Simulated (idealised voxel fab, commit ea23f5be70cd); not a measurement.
Name of the process module below: voxel transistor to metal
200 nm wide, 5 nm square cells: that's cross-section cut.
A cross-section is a grid of square cells, given in bands from the top down. A band is one or more rows of cells. Band: top and bottom heights (nm) first, top before bottom; then materials from left to right, widths in nm. "everywhere" marks a sole material filling the band edge to edge. "air" denotes empty space. It should be noted that heights are counted from 0, beneath which the wafer as supplied is of one material throughout, and that the lowest band possesses no lower boundary but continues downward, as written in "z 0 and below". Per-row width for "30..40": begins at first number (top row of band), ends at second number (bottom row), increment between rows held constant. "nothing different" (step): cross-section cells unchanged, all of them. Entry "Cavities, closed". Content: empty spaces with no open connection to the top, size 8 cells or greater. Each: width x height at distance. Distance: from left edge. Unit: nm. after a step's settings: what the simulator itself notes on the step. overlay nm: mask right of planned place by this much (step with mask). Neg. = left.

**The process steps that were planned are listed below**
| 1 | RECEIVE with material Si |
| 2 | CONFORMAL_DEP with material SiO2, thk nm 5 |
| 3 | CONFORMAL_DEP with material SiN, thk nm 15 |
| 4 | MASKED_ETCH with tone cover, mask id ACTIVE, width nm 95, etch materials SiN, depth nm 15, overlay nm 0 |
| 5 | MASKED_ETCH with tone cover, mask id ACTIVE, width nm 95, etch materials SiO2, depth nm 5, overlay nm 0 |
| 6 | MASKED_ETCH with tone cover, mask id ACTIVE, width nm 95, etch materials Si, depth nm 30, overlay nm 0 |
| 7 | OXIDIZE with depth nm 5 |
| 8 | FILL_DEP with material SiO2, thk nm 10 |
| 9 | CMP with height nm 20 |
| 10 | SELECTIVE_ETCH with etch materials SiO2, depth nm 10 |
| 11 | STRIP with etch materials SiN |
| 12 | SELECTIVE_ETCH with etch materials SiO2, depth nm 5 |
| 13 | OXIDIZE with depth nm 5 |
| 14 | DIRECTIONAL_DEP with material polySi, thk nm 30 |
| 15 | DIRECTIONAL_DEP with material SiCN, thk nm 15 |
| 16 | PATTERN with tone cover, mask id GATE, material resist, width nm 15, thk nm 20, overlay nm 0 |
| 17 | DIRECTIONAL_ETCH with etch materials SiCN, depth nm 25 |
| 18 | DIRECTIONAL_ETCH with etch materials polySi, depth nm 40 |
| 19 | STRIP with etch materials resist |
| 20 | CONFORMAL_DEP with material SiO2, thk nm 5 |
| 21 | DIRECTIONAL_ETCH with etch materials SiO2, depth nm 5 |
| 22 | CONFORMAL_DEP with material SiN, thk nm 5 |
| 23 | DIRECTIONAL_ETCH with etch materials SiN, depth nm 5 |
| 24 | DIRECTIONAL_ETCH with etch materials SiO2, depth nm 5 |
| 25 | DIRECTIONAL_ETCH with etch materials Si, depth nm 15 |
| 26 | EPI with material pSi, thk nm 20 |
| 27 | FILL_DEP with material SiO2, thk nm 5 |
| 28 | CMP with height nm 45 |
| 29 | DIRECTIONAL_DEP with material SiO2, thk nm 10 |
| 30 | PATTERN with tone open, mask id CONTACT, material resist, width nm 20, pitch nm 65, thk nm 20, overlay nm 0 |
| 31 | DIRECTIONAL_ETCH with etch materials SiO2, depth nm 55 |
| 32 | STRIP with etch materials resist |
| 33 | CONFORMAL_DEP with material TiN, thk nm 5 |
| 34 | FILL_DEP with material Ru, thk nm 5 |
| 35 | CMP with height nm 55 |
| 36 | DIRECTIONAL_DEP with material TiN, thk nm 5 |
| 37 | DIRECTIONAL_DEP with material W, thk nm 25 |
| 38 | MASKED_ETCH with tone cover, mask id METAL_1, width nm 20, pitch nm 65, etch materials W, depth nm 25, overlay nm 0 |
| 39 | MASKED_ETCH with tone cover, mask id METAL_1, width nm 20, pitch nm 65, etch materials TiN, depth nm 5, overlay nm 0 |
| 40 | CONFORMAL_DEP with material SiCN, thk nm 5 |
| 41 | FILL_DEP with material lowk, thk nm 5 |
| 42 | CMP with height nm 85 |
| 43 | CONFORMAL_DEP with material SiCN, thk nm 5 |
| 44 | DIRECTIONAL_DEP with material SiO2, thk nm 35 |
| 45 | MASKED_ETCH with tone open, mask id METAL_2, width nm 20, pitch nm 65, etch materials SiO2, depth nm 20, overlay nm 0 |
| 46 | MASKED_ETCH with tone open, mask id METAL_2_HOLES, width nm 15, pitch nm 65, etch materials SiO2, depth nm 15, overlay nm 0 |
| 47 | MASKED_ETCH with tone open, mask id METAL_2_HOLES, width nm 15, pitch nm 65, etch materials SiCN, depth nm 5, overlay nm 0 |
| 48 | CONFORMAL_DEP with material TiN, thk nm 5 |
| 49 | FILL_DEP with material Cu, thk nm 5 |
| 50 | CMP with height nm 125 |
| 51 | CONFORMAL_DEP with material SiN, thk nm 5 |

**First of two wafers, processed according to plan**

**Received-state cross-section, reflecting completion of step 1**
	z 0 and below  Si everywhere
	Cavities, closed: none

**After step 2: wafer cross-section**
	z 5 to 0  SiO2 everywhere
	Anything lower than 0 is untouched.

**After step 3: wafer cross-section**
	z 20 to 5  SiN everywhere
	Anything lower than 5 is untouched.

**After step 4: wafer cross-section**
	z 20 to 5  50 air, 95 SiN, 55 air
	Anything lower than 5 is untouched.

**After step 5: wafer cross-section**
	z 20 to 5  50 air, 95 SiN, 55 air
	z 5 to 0  50 air, 95 SiO2, 55 air
	Anything lower than 0 is untouched.

**After step 6: wafer cross-section**
	z 20 to 5  50 air, 95 SiN, 55 air
	z 5 to 0  50 air, 95 SiO2, 55 air
	z 0 to -30  50 air, 95 Si, 55 air
	Anything lower than -30 is untouched.

**After step 7: wafer cross-section**
	z 20 to 5  50 air, 95 SiN, 55 air
	z 5 to 0  50 air, 95 SiO2, 55 air
	z 0 to -30  50 air, 5 SiO2, 85 Si, 5 SiO2, 55 air
	z -30 to -35  55 SiO2, 85 Si, 60 SiO2
	Anything lower than -35 is untouched.

**After step 8: wafer cross-section**
	z 30 to 20  SiO2 everywhere
	z 20 to 5  50 SiO2, 95 SiN, 55 SiO2
	z 5 to 0  SiO2 everywhere
	z 0 to -35  55 SiO2, 85 Si, 60 SiO2
	Anything lower than -35 is untouched.

**After step 9: wafer cross-section**
	z 20 to 5  50 SiO2, 95 SiN, 55 SiO2
	Anything lower than 5 is untouched.

**After step 10: wafer cross-section**
	z 20 to 10  50 air, 95 SiN, 55 air
	Anything lower than 10 is untouched.

**After step 11: wafer cross-section**
	z 10 to 5  50 SiO2, 95 air, 55 SiO2
	Anything lower than 5 is untouched.

**After step 12: wafer cross-section**
	z 5 to 0  45 SiO2, 105 air, 50 SiO2
	Anything lower than 0 is untouched.

**After step 13: wafer cross-section**
	z 5 to 0  45 SiO2, 105 air, 50 SiO2
	z 0 to -5  SiO2 everywhere
	Anything lower than -5 is untouched.

**After step 14: wafer cross-section**
	z 35 to 30  45 polySi, 105 air, 50 polySi
	z 30 to 5  polySi everywhere
	z 5 to 0  45 SiO2, 105 polySi, 50 SiO2
	Anything lower than 0 is untouched.

**After step 15: wafer cross-section**
	z 50 to 45  45 SiCN, 105 air, 50 SiCN
	z 45 to 35  SiCN everywhere
	z 35 to 30  45 polySi, 105 SiCN, 50 polySi
	Anything lower than 30 is untouched.

**After step 16: wafer cross-section**
	z 70 to 50  90 air, 15 resist, 95 air
	z 50 to 45  45 SiCN, 45 air, 15 resist, 45 air, 50 SiCN
	Anything lower than 45 is untouched.

**After step 17: wafer cross-section**
	z 70 to 45  90 air, 15 resist, 95 air
	z 45 to 35  90 air, 15 SiCN, 95 air
	z 35 to 30  45 polySi, 45 air, 15 SiCN, 45 air, 50 polySi
	Anything lower than 30 is untouched.

**After step 18: wafer cross-section**
	z 70 to 45  90 air, 15 resist, 95 air
	z 45 to 30  90 air, 15 SiCN, 95 air
	z 30 to 5  90 air, 15 polySi, 95 air
	z 5 to 0  45 SiO2, 45 air, 15 polySi, 45 air, 50 SiO2
	Anything lower than 0 is untouched.

**After step 19: wafer cross-section**
	z 45 to 30  90 air, 15 SiCN, 95 air
	Anything lower than 30 is untouched.

**After step 20: wafer cross-section**
	z 50 to 45  85 air, 25 SiO2, 90 air
	z 45 to 30  85 air, 5 SiO2, 15 SiCN, 5 SiO2, 90 air
	z 30 to 10  85 air, 5 SiO2, 15 polySi, 5 SiO2, 90 air
	z 10 to 5  50 SiO2, 35 air, 5 SiO2, 15 polySi, 5 SiO2, 35 air, 55 SiO2
	z 5 to 0  90 SiO2, 15 polySi, 95 SiO2
	Anything lower than 0 is untouched.

**After step 21: wafer cross-section**
	z 45 to 30  85 air, 5 SiO2, 15 SiCN, 5 SiO2, 90 air
	z 30 to 5  85 air, 5 SiO2, 15 polySi, 5 SiO2, 90 air
	z 5 to 0  50 SiO2, 35 air, 5 SiO2, 15 polySi, 5 SiO2, 35 air, 55 SiO2
	Anything lower than 0 is untouched.

**After step 22: wafer cross-section**
	z 50 to 45  80 air, 35 SiN, 85 air
	z 45 to 30  80 air, 5 SiN, 5 SiO2, 15 SiCN, 5 SiO2, 5 SiN, 85 air
	z 30 to 10  80 air, 5 SiN, 5 SiO2, 15 polySi, 5 SiO2, 5 SiN, 85 air
	z 10 to 5  55 SiN, 25 air, 5 SiN, 5 SiO2, 15 polySi, 5 SiO2, 5 SiN, 25 air, 60 SiN
	z 5 to 0  50 SiO2, 35 SiN, 5 SiO2, 15 polySi, 5 SiO2, 35 SiN, 55 SiO2
	Anything lower than 0 is untouched.

**After step 23: wafer cross-section**
	z 45 to 30  80 air, 5 SiN, 5 SiO2, 15 SiCN, 5 SiO2, 5 SiN, 85 air
	z 30 to 5  80 air, 5 SiN, 5 SiO2, 15 polySi, 5 SiO2, 5 SiN, 85 air
	z 5 to 0  50 SiO2, 5 SiN, 25 air, 5 SiN, 5 SiO2, 15 polySi, 5 SiO2, 5 SiN, 25 air, 5 SiN, 55 SiO2
	Anything lower than 0 is untouched.

**After step 24: wafer cross-section**
	z 45 to 40  80 air, 5 SiN, 5 air, 15 SiCN, 5 air, 5 SiN, 85 air
	z 40 to 30  80 air, 5 SiN, 5 SiO2, 15 SiCN, 5 SiO2, 5 SiN, 85 air
	z 30 to 5  80 air, 5 SiN, 5 SiO2, 15 polySi, 5 SiO2, 5 SiN, 85 air
	z 5 to 0  50 air, 5 SiN, 25 air, 5 SiN, 5 SiO2, 15 polySi, 5 SiO2, 5 SiN, 25 air, 5 SiN, 55 air
	z 0 to -5  55 SiO2, 25 air, 35 SiO2, 25 air, 60 SiO2
	Anything lower than -5 is untouched.

**After step 25: wafer cross-section**
	z 45 to 40  80 air, 5 SiN, 5 air, 15 SiCN, 5 air, 5 SiN, 85 air
	z 40 to 30  80 air, 5 SiN, 5 SiO2, 15 SiCN, 5 SiO2, 5 SiN, 85 air
	z 30 to 5  80 air, 5 SiN, 5 SiO2, 15 polySi, 5 SiO2, 5 SiN, 85 air
	z 5 to 0  50 air, 5 SiN, 25 air, 5 SiN, 5 SiO2, 15 polySi, 5 SiO2, 5 SiN, 25 air, 5 SiN, 55 air
	z 0 to -5  55 SiO2, 25 air, 35 SiO2, 25 air, 60 SiO2
	z -5 to -20  55 SiO2, 25 air, 35 Si, 25 air, 60 SiO2
	Anything lower than -20 is untouched.

**After step 26: wafer cross-section**
	z 45 to 40  80 air, 5 SiN, 5 air, 15 SiCN, 5 air, 5 SiN, 85 air
	z 40 to 30  80 air, 5 SiN, 5 SiO2, 15 SiCN, 5 SiO2, 5 SiN, 85 air
	z 30 to 15  80 air, 5 SiN, 5 SiO2, 15 polySi, 5 SiO2, 5 SiN, 85 air
	z 15 to 5  60 air, 20 pSi, 5 SiN, 5 SiO2, 15 polySi, 5 SiO2, 5 SiN, 20 pSi, 65 air
	z 5 to 0  50 air, 5 SiN, 5 air, 20 pSi, 5 SiN, 5 SiO2, 15 polySi, 5 SiO2, 5 SiN, 20 pSi, 5 air, 5 SiN, 55 air
	z 0 to -5  55 SiO2, 25 pSi, 35 SiO2, 25 pSi, 60 SiO2
	z -5 to -20  55 SiO2, 25 pSi, 35 Si, 25 pSi, 60 SiO2
	Anything lower than -20 is untouched.

**After step 27: wafer cross-section**
	z 50 to 45  SiO2 everywhere
	z 45 to 30  80 SiO2, 5 SiN, 5 SiO2, 15 SiCN, 5 SiO2, 5 SiN, 85 SiO2
	z 30 to 15  80 SiO2, 5 SiN, 5 SiO2, 15 polySi, 5 SiO2, 5 SiN, 85 SiO2
	z 15 to 5  60 SiO2, 20 pSi, 5 SiN, 5 SiO2, 15 polySi, 5 SiO2, 5 SiN, 20 pSi, 65 SiO2
	z 5 to 0  50 SiO2, 5 SiN, 5 SiO2, 20 pSi, 5 SiN, 5 SiO2, 15 polySi, 5 SiO2, 5 SiN, 20 pSi, 5 SiO2, 5 SiN, 55 SiO2
	Anything lower than 0 is untouched.

**After step 28: wafer cross-section**
	z 45 to 30  80 SiO2, 5 SiN, 5 SiO2, 15 SiCN, 5 SiO2, 5 SiN, 85 SiO2
	Anything lower than 30 is untouched.

**After step 29: wafer cross-section**
	z 55 to 45  SiO2 everywhere
	Anything lower than 45 is untouched.

**After step 30: wafer cross-section**
	z 75 to 55  55 resist, 20 air, 45 resist, 20 air, 60 resist
	Anything lower than 55 is untouched.

**After step 31: wafer cross-section**
	z 75 to 55  55 resist, 20 air, 45 resist, 20 air, 60 resist
	z 55 to 45  55 SiO2, 20 air, 45 SiO2, 20 air, 60 SiO2
	z 45 to 30  55 SiO2, 20 air, 5 SiO2, 5 SiN, 5 SiO2, 15 SiCN, 5 SiO2, 5 SiN, 5 SiO2, 20 air, 60 SiO2
	z 30 to 15  55 SiO2, 20 air, 5 SiO2, 5 SiN, 5 SiO2, 15 polySi, 5 SiO2, 5 SiN, 5 SiO2, 20 air, 60 SiO2
	z 15 to 5  55 SiO2, 5 air, 20 pSi, 5 SiN, 5 SiO2, 15 polySi, 5 SiO2, 5 SiN, 20 pSi, 5 air, 60 SiO2
	z 5 to 0  50 SiO2, 5 SiN, 5 air, 20 pSi, 5 SiN, 5 SiO2, 15 polySi, 5 SiO2, 5 SiN, 20 pSi, 5 air, 5 SiN, 55 SiO2
	Anything lower than 0 is untouched.

**After step 32: wafer cross-section**
	z 55 to 45  55 SiO2, 20 air, 45 SiO2, 20 air, 60 SiO2
	Anything lower than 45 is untouched.

**After step 33: wafer cross-section**
	z 60 to 55  60 TiN, 10 air, 55 TiN, 10 air, 65 TiN
	z 55 to 45  55 SiO2, 5 TiN, 10 air, 5 TiN, 45 SiO2, 5 TiN, 10 air, 5 TiN, 60 SiO2
	z 45 to 30  55 SiO2, 5 TiN, 10 air, 5 TiN, 5 SiO2, 5 SiN, 5 SiO2, 15 SiCN, 5 SiO2, 5 SiN, 5 SiO2, 5 TiN, 10 air, 5 TiN, 60 SiO2
	z 30 to 20  55 SiO2, 5 TiN, 10 air, 5 TiN, 5 SiO2, 5 SiN, 5 SiO2, 15 polySi, 5 SiO2, 5 SiN, 5 SiO2, 5 TiN, 10 air, 5 TiN, 60 SiO2
	z 20 to 15  55 SiO2, 20 TiN, 5 SiO2, 5 SiN, 5 SiO2, 15 polySi, 5 SiO2, 5 SiN, 5 SiO2, 20 TiN, 60 SiO2
	z 15 to 5  55 SiO2, 5 TiN, 20 pSi, 5 SiN, 5 SiO2, 15 polySi, 5 SiO2, 5 SiN, 20 pSi, 5 TiN, 60 SiO2
	z 5 to 0  50 SiO2, 5 SiN, 5 TiN, 20 pSi, 5 SiN, 5 SiO2, 15 polySi, 5 SiO2, 5 SiN, 20 pSi, 5 TiN, 5 SiN, 55 SiO2
	Anything lower than 0 is untouched.

**After step 34: wafer cross-section**
	z 65 to 60  Ru everywhere
	z 60 to 55  60 TiN, 10 Ru, 55 TiN, 10 Ru, 65 TiN
	z 55 to 45  55 SiO2, 5 TiN, 10 Ru, 5 TiN, 45 SiO2, 5 TiN, 10 Ru, 5 TiN, 60 SiO2
	z 45 to 30  55 SiO2, 5 TiN, 10 Ru, 5 TiN, 5 SiO2, 5 SiN, 5 SiO2, 15 SiCN, 5 SiO2, 5 SiN, 5 SiO2, 5 TiN, 10 Ru, 5 TiN, 60 SiO2
	z 30 to 20  55 SiO2, 5 TiN, 10 Ru, 5 TiN, 5 SiO2, 5 SiN, 5 SiO2, 15 polySi, 5 SiO2, 5 SiN, 5 SiO2, 5 TiN, 10 Ru, 5 TiN, 60 SiO2
	Anything lower than 20 is untouched.

**After step 35: wafer cross-section**
	z 55 to 45  55 SiO2, 5 TiN, 10 Ru, 5 TiN, 45 SiO2, 5 TiN, 10 Ru, 5 TiN, 60 SiO2
	Anything lower than 45 is untouched.

**After step 36: wafer cross-section**
	z 60 to 55  TiN everywhere
	Anything lower than 55 is untouched.

**After step 37: wafer cross-section**
	z 85 to 60  W everywhere
	Anything lower than 60 is untouched.

**After step 38: wafer cross-section**
	z 85 to 60  55 air, 20 W, 45 air, 20 W, 60 air
	Anything lower than 60 is untouched.

**After step 39: wafer cross-section**
	z 85 to 60  55 air, 20 W, 45 air, 20 W, 60 air
	z 60 to 55  55 air, 20 TiN, 45 air, 20 TiN, 60 air
	Anything lower than 55 is untouched.

**After step 40: wafer cross-section**
	z 90 to 85  50 air, 30 SiCN, 35 air, 30 SiCN, 55 air
	z 85 to 60  50 air, 5 SiCN, 20 W, 5 SiCN, 35 air, 5 SiCN, 20 W, 5 SiCN, 55 air
	z 60 to 55  55 SiCN, 20 TiN, 45 SiCN, 20 TiN, 60 SiCN
	Anything lower than 55 is untouched.

**After step 41: wafer cross-section**
	z 95 to 90  lowk everywhere
	z 90 to 85  50 lowk, 30 SiCN, 35 lowk, 30 SiCN, 55 lowk
	z 85 to 60  50 lowk, 5 SiCN, 20 W, 5 SiCN, 35 lowk, 5 SiCN, 20 W, 5 SiCN, 55 lowk
	Anything lower than 60 is untouched.

**After step 42: wafer cross-section**
	z 85 to 60  50 lowk, 5 SiCN, 20 W, 5 SiCN, 35 lowk, 5 SiCN, 20 W, 5 SiCN, 55 lowk
	Anything lower than 60 is untouched.

**After step 43: wafer cross-section**
	z 90 to 85  SiCN everywhere
	Anything lower than 85 is untouched.

**After step 44: wafer cross-section**
	z 125 to 90  SiO2 everywhere
	Anything lower than 90 is untouched.

**After step 45: wafer cross-section**
	z 125 to 105  55 SiO2, 20 air, 45 SiO2, 20 air, 60 SiO2
	Anything lower than 105 is untouched.

**After step 46: wafer cross-section**
	z 125 to 105  55 SiO2, 20 air, 45 SiO2, 20 air, 60 SiO2
	z 105 to 90  55 SiO2, 15 air, 50 SiO2, 15 air, 65 SiO2
	Anything lower than 90 is untouched.

**After step 47: wafer cross-section**
	z 125 to 105  55 SiO2, 20 air, 45 SiO2, 20 air, 60 SiO2
	z 105 to 90  55 SiO2, 15 air, 50 SiO2, 15 air, 65 SiO2
	z 90 to 85  55 SiCN, 15 air, 50 SiCN, 15 air, 65 SiCN
	Anything lower than 85 is untouched.

**After step 48: wafer cross-section**
	z 130 to 125  60 TiN, 10 air, 55 TiN, 10 air, 65 TiN
	z 125 to 110  55 SiO2, 5 TiN, 10 air, 5 TiN, 45 SiO2, 5 TiN, 10 air, 5 TiN, 60 SiO2
	z 110 to 105  55 SiO2, 5 TiN, 5 air, 10 TiN, 45 SiO2, 5 TiN, 5 air, 10 TiN, 60 SiO2
	z 105 to 90  55 SiO2, 5 TiN, 5 air, 5 TiN, 50 SiO2, 5 TiN, 5 air, 5 TiN, 65 SiO2
	z 90 to 85  55 SiCN, 15 TiN, 50 SiCN, 15 TiN, 65 SiCN
	Anything lower than 85 is untouched.

**After step 49: wafer cross-section**
	z 135 to 130  Cu everywhere
	z 130 to 125  60 TiN, 10 Cu, 55 TiN, 10 Cu, 65 TiN
	z 125 to 110  55 SiO2, 5 TiN, 10 Cu, 5 TiN, 45 SiO2, 5 TiN, 10 Cu, 5 TiN, 60 SiO2
	z 110 to 105  55 SiO2, 5 TiN, 5 Cu, 10 TiN, 45 SiO2, 5 TiN, 5 Cu, 10 TiN, 60 SiO2
	z 105 to 90  55 SiO2, 5 TiN, 5 Cu, 5 TiN, 50 SiO2, 5 TiN, 5 Cu, 5 TiN, 65 SiO2
	Anything lower than 90 is untouched.

**After step 50: wafer cross-section**
	z 125 to 110  55 SiO2, 5 TiN, 10 Cu, 5 TiN, 45 SiO2, 5 TiN, 10 Cu, 5 TiN, 60 SiO2
	Anything lower than 110 is untouched.

**After step 51: wafer cross-section**
	z 130 to 125  SiN everywhere
	Anything lower than 125 is untouched.

**Companion wafer, the second of two: same beginning, same intended sequence, one mistake in carrying it out; through step 33 inclusive it tracks the first exactly**

**Cross-section of the second wafer when, according to plan, step 34 should have finished**
	z 65 to 60  W everywhere
	z 60 to 55  60 TiN, 10 W, 55 TiN, 10 W, 65 TiN
	z 55 to 45  55 SiO2, 5 TiN, 10 W, 5 TiN, 45 SiO2, 5 TiN, 10 W, 5 TiN, 60 SiO2
	z 45 to 30  55 SiO2, 5 TiN, 10 W, 5 TiN, 5 SiO2, 5 SiN, 5 SiO2, 15 SiCN, 5 SiO2, 5 SiN, 5 SiO2, 5 TiN, 10 W, 5 TiN, 60 SiO2
	z 30 to 20  55 SiO2, 5 TiN, 10 W, 5 TiN, 5 SiO2, 5 SiN, 5 SiO2, 15 polySi, 5 SiO2, 5 SiN, 5 SiO2, 5 TiN, 10 W, 5 TiN, 60 SiO2
	Anything lower than 20 is untouched.

**Cross-section of the second wafer when, according to plan, step 35 should have finished**
	z 55 to 45  55 SiO2, 5 TiN, 10 W, 5 TiN, 45 SiO2, 5 TiN, 10 W, 5 TiN, 60 SiO2
	Anything lower than 45 is untouched.

**Cross-section of the second wafer when, according to plan, step 36 should have finished**
	z 60 to 55  TiN everywhere
	Anything lower than 55 is untouched.

**Cross-section of the second wafer when, according to plan, step 37 should have finished**
	z 85 to 60  W everywhere
	Anything lower than 60 is untouched.

**Cross-section of the second wafer when, according to plan, step 38 should have finished**
	z 85 to 60  55 air, 20 W, 45 air, 20 W, 60 air
	Anything lower than 60 is untouched.

**Cross-section of the second wafer when, according to plan, step 39 should have finished**
	z 85 to 60  55 air, 20 W, 45 air, 20 W, 60 air
	z 60 to 55  55 air, 20 TiN, 45 air, 20 TiN, 60 air
	Anything lower than 55 is untouched.

**Cross-section of the second wafer when, according to plan, step 40 should have finished**
	z 90 to 85  50 air, 30 SiCN, 35 air, 30 SiCN, 55 air
	z 85 to 60  50 air, 5 SiCN, 20 W, 5 SiCN, 35 air, 5 SiCN, 20 W, 5 SiCN, 55 air
	z 60 to 55  55 SiCN, 20 TiN, 45 SiCN, 20 TiN, 60 SiCN
	Anything lower than 55 is untouched.

**Cross-section of the second wafer when, according to plan, step 41 should have finished**
	z 95 to 90  lowk everywhere
	z 90 to 85  50 lowk, 30 SiCN, 35 lowk, 30 SiCN, 55 lowk
	z 85 to 60  50 lowk, 5 SiCN, 20 W, 5 SiCN, 35 lowk, 5 SiCN, 20 W, 5 SiCN, 55 lowk
	Anything lower than 60 is untouched.

**Cross-section of the second wafer when, according to plan, step 42 should have finished**
	z 85 to 60  50 lowk, 5 SiCN, 20 W, 5 SiCN, 35 lowk, 5 SiCN, 20 W, 5 SiCN, 55 lowk
	Anything lower than 60 is untouched.

**Cross-section of the second wafer when, according to plan, step 43 should have finished**
	z 90 to 85  SiCN everywhere
	Anything lower than 85 is untouched.

**Cross-section of the second wafer when, according to plan, step 44 should have finished**
	z 125 to 90  SiO2 everywhere
	Anything lower than 90 is untouched.

**Cross-section of the second wafer when, according to plan, step 45 should have finished**
	z 125 to 105  55 SiO2, 20 air, 45 SiO2, 20 air, 60 SiO2
	Anything lower than 105 is untouched.

**Cross-section of the second wafer when, according to plan, step 46 should have finished**
	z 125 to 105  55 SiO2, 20 air, 45 SiO2, 20 air, 60 SiO2
	z 105 to 90  55 SiO2, 15 air, 50 SiO2, 15 air, 65 SiO2
	Anything lower than 90 is untouched.

**Cross-section of the second wafer when, according to plan, step 47 should have finished**
	z 125 to 105  55 SiO2, 20 air, 45 SiO2, 20 air, 60 SiO2
	z 105 to 90  55 SiO2, 15 air, 50 SiO2, 15 air, 65 SiO2
	z 90 to 85  55 SiCN, 15 air, 50 SiCN, 15 air, 65 SiCN
	Anything lower than 85 is untouched.

**Cross-section of the second wafer when, according to plan, step 48 should have finished**
	z 130 to 125  60 TiN, 10 air, 55 TiN, 10 air, 65 TiN
	z 125 to 110  55 SiO2, 5 TiN, 10 air, 5 TiN, 45 SiO2, 5 TiN, 10 air, 5 TiN, 60 SiO2
	z 110 to 105  55 SiO2, 5 TiN, 5 air, 10 TiN, 45 SiO2, 5 TiN, 5 air, 10 TiN, 60 SiO2
	z 105 to 90  55 SiO2, 5 TiN, 5 air, 5 TiN, 50 SiO2, 5 TiN, 5 air, 5 TiN, 65 SiO2
	z 90 to 85  55 SiCN, 15 TiN, 50 SiCN, 15 TiN, 65 SiCN
	Anything lower than 85 is untouched.

**Cross-section of the second wafer when, according to plan, step 49 should have finished**
	z 135 to 130  Cu everywhere
	z 130 to 125  60 TiN, 10 Cu, 55 TiN, 10 Cu, 65 TiN
	z 125 to 110  55 SiO2, 5 TiN, 10 Cu, 5 TiN, 45 SiO2, 5 TiN, 10 Cu, 5 TiN, 60 SiO2
	z 110 to 105  55 SiO2, 5 TiN, 5 Cu, 10 TiN, 45 SiO2, 5 TiN, 5 Cu, 10 TiN, 60 SiO2
	z 105 to 90  55 SiO2, 5 TiN, 5 Cu, 5 TiN, 50 SiO2, 5 TiN, 5 Cu, 5 TiN, 65 SiO2
	Anything lower than 90 is untouched.

**Cross-section of the second wafer when, according to plan, step 50 should have finished**
	z 125 to 110  55 SiO2, 5 TiN, 10 Cu, 5 TiN, 45 SiO2, 5 TiN, 10 Cu, 5 TiN, 60 SiO2
	Anything lower than 110 is untouched.

**Cross-section of the second wafer when, according to plan, step 51 should have finished**
	z 130 to 125  SiN everywhere
	Anything lower than 125 is untouched.
Where did the run depart from the plan? step 34, actual vs plan mismatch, actual run FILL_DEP with material W, thk nm 5
Materials where the second wafer ends with more or fewer cells than the first: Ru -28, W +28
